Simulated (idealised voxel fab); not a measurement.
Presented below is a process module, voxel air gaps.
For reference, the cross-section in this document is cut, with width 200 nm and square cells of 5 nm.
Reading order for cross-sections: top band down to bottom band. Underlying form: a grid of square cells. Band size: one or more rows of cells.
Look at the band entry: it leads with the top's height and the bottom's height in nm. Then it lists the materials left to right, with a width in nm for each. The word "throughout" on a single material says that material fills the band edge to edge. The word "blank" is empty space.
Heights are expressed relative to 0, this being the level below which the as-received wafer comprises one material exclusively. The lowest band is unbounded in the downward direction and is denoted as in "0 nm and below".
The expression "30 to 40" gives the width at the extremes of the band, the first number at its top row of cells and the second at its bottom row, with the width changing by equal amounts from each row to the next in between.
It should be understood that the words "no change", when stated for a given step, signify that the cross-section underwent no change in any of its cells during that step.
Closed empty spaces (no open way to the top) of 8 cells or more are what "Enclosed void catalog" lists, each as width x height at distance from the left edge, nm for all three.
On each step's line, the part that comes after the settings is the simulator's own comment on the step.
A step line may carry the setting "overlay nm", which, for steps involving a mask, states the distance by which the mask lay to the right of its intended position; negative values denote displacement to the left.
THE PROCESS STEPS THAT WERE PLANNED ARE LISTED BELOW
| 1 | RECEIVE [material Si] |
| 2 | CONFORMAL_DEP [material SiO2] [thk nm 15] |
| 3 | CONFORMAL_DEP [material SiCN] [thk nm 5] |
| 4 | DIRECTIONAL_DEP [material lowk] [thk nm 30] |
| 5 | PATTERN [tone open] [mask id LINES] [material resist] [width nm 20] [pitch nm 45] [thk nm 20] [overlay nm 0] |
| 6 | DIRECTIONAL_ETCH [etch materials lowk] [depth nm 30] |
| 7 | STRIP [etch materials resist] |
| 8 | CONFORMAL_DEP [material TiN] [thk nm 5] |
| 9 | FILL_DEP [material Ru] [thk nm 5] |
| 10 | CMP [height nm 50] |
| 11 | EPI [material Ru] [thk nm 10] |
| 12 | SELECTIVE_ETCH [etch materials lowk] [depth nm 40] |
| 13 | CONFORMAL_DEP [material SiCN] [thk nm 5] |
CROSS-SECTION OF THE WAFER AT RECEIPT, WHICH IS THE CONDITION AFTER STEP 1
> 0 nm and below: Si throughout
> Enclosed void catalog: none
BELOW IS THE WAFER IN CROSS-SECTION AFTER THE MODULE WAS COMPLETED. IT BEGAN FROM THE STARTING POINT SHOWN ABOVE AND FOLLOWED THE PLAN SHOWN ABOVE, EXCEPT THAT ONE MISTAKE WAS MADE WHILE RUNNING IT
> 65 nm to 60 nm: blank (30) / SiCN (140) / blank (30)
> 60 nm to 50 nm: blank (30) / SiCN (5) / Ru (40) / SiCN (5) / Ru (40) / SiCN (5) / Ru (40) / SiCN (5) / blank (30)
> 50 nm to 45 nm: blank (30) / SiCN (15) / TiN (5) / Ru (10) / TiN (5) / SiCN (25) / TiN (5) / Ru (10) / TiN (5) / SiCN (25) / TiN (5) / Ru (10) / TiN (5) / SiCN (15) / blank (30)
> 45 nm to 30 nm: blank (40) / SiCN (5) / TiN (5) / Ru (10) / TiN (5) / SiCN (5) / blank (15) / SiCN (5) / TiN (5) / Ru (10) / TiN (5) / SiCN (5) / blank (15) / SiCN (5) / TiN (5) / Ru (10) / TiN (5) / SiCN (5) / blank (40)
> 30 nm to 25 nm: SiCN (45) / TiN (20) / SiCN (25) / TiN (20) / SiCN (25) / TiN (20) / SiCN (45)
> 25 nm to 20 nm: SiCN throughout
> 20 nm to 0 nm: SiO2 throughout
> 0 nm and below: Si throughout
> Enclosed void catalog: 15 x 15 at 70; 15 x 15 at 115
Which mistake was made when the wafer was run? step 2 was not run as planned; what actually ran was CONFORMAL_DEP [material SiO2] [thk nm 20]
